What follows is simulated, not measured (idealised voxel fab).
process module | voxel trench capacitor
cross-section cut | 190 nm wide | cells 5 nm
A cross-section is a grid of square cells, given in bands from the top down. A band is one or more rows of cells.
Each band's line starts with the height of the band's top and of its bottom, in nm. Then come its materials from left to right, each with its width in nm. One material with "throughout" fills the band from edge to edge. "air" is empty space.
Height 0 is the level under which the wafer as received is all one material. The lowest band goes on downwards, as in "0 down".
A width such as "30 to 40" changes by the same amount from each row of cells to the next, from the band's top row to its bottom row.
"no change" after a step means that no cell of the cross-section changed.
closed voids: empty space of 8 cells or more with no open way to the top, each as width x height at its distance from the left edge, in nm
after a step's settings: what the simulator itself notes on the step
overlay nm, on a step with a mask: how far to the right of its planned place the mask lay; to the left if negative
plan
1 op RECEIVE | material Si
2 op CONFORMAL_DEP | material SiN | thk nm 5
3 op PATTERN | tone open | mask id TRENCH | material resist | width nm 25 | pitch nm 55 | thk nm 20 | overlay nm 0
4 op DIRECTIONAL_ETCH | etch materials SiN | depth nm 5
5 op DIRECTIONAL_ETCH | etch materials Si | depth nm 35
6 op STRIP | etch materials resist
7 op CONFORMAL_DEP | material HfO2 | thk nm 5
8 op CONFORMAL_DEP | material TiN | thk nm 5
9 op FILL_DEP | material W | thk nm 5
10 op CMP | height nm 5
as received, after step 1
  0 down: Si throughout
  closed voids: none
first wafer at the end, as planned
  5 to 0: SiN 55 | HfO2 5 | TiN 5 | W 5 | TiN 5 | HfO2 5 | SiN 30 | HfO2 5 | TiN 5 | W 5 | TiN 5 | HfO2 5 | SiN 55
  0 to -25: Si 55 | HfO2 5 | TiN 5 | W 5 | TiN 5 | HfO2 5 | Si 30 | HfO2 5 | TiN 5 | W 5 | TiN 5 | HfO2 5 | Si 55
  -25 to -30: Si 55 | HfO2 5 | TiN 15 | HfO2 5 | Si 30 | HfO2 5 | TiN 15 | HfO2 5 | Si 55
  -30 to -35: Si 55 | HfO2 25 | Si 30 | HfO2 25 | Si 55
  -35 down: Si throughout
  closed voids: none
second wafer at the end: like start, like plan, one mistake
  5 to 0: SiN 55 | TiN 5 | HfO2 5 | W 5 | HfO2 5 | TiN 5 | SiN 30 | TiN 5 | HfO2 5 | W 5 | HfO2 5 | TiN 5 | SiN 55
  0 to -25: Si 55 | TiN 5 | HfO2 5 | W 5 | HfO2 5 | TiN 5 | Si 30 | TiN 5 | HfO2 5 | W 5 | HfO2 5 | TiN 5 | Si 55
  -25 to -30: Si 55 | TiN 5 | HfO2 15 | TiN 5 | Si 30 | TiN 5 | HfO2 15 | TiN 5 | Si 55
  -30 to -35: Si 55 | TiN 25 | Si 30 | TiN 25 | Si 55
  -35 down: Si throughout
  closed voids: none
what went wrong: steps 7 and 8 were swapped
at the end the second wafer has, in cells: 8 fewer of HfO2 | 8 more of TiN
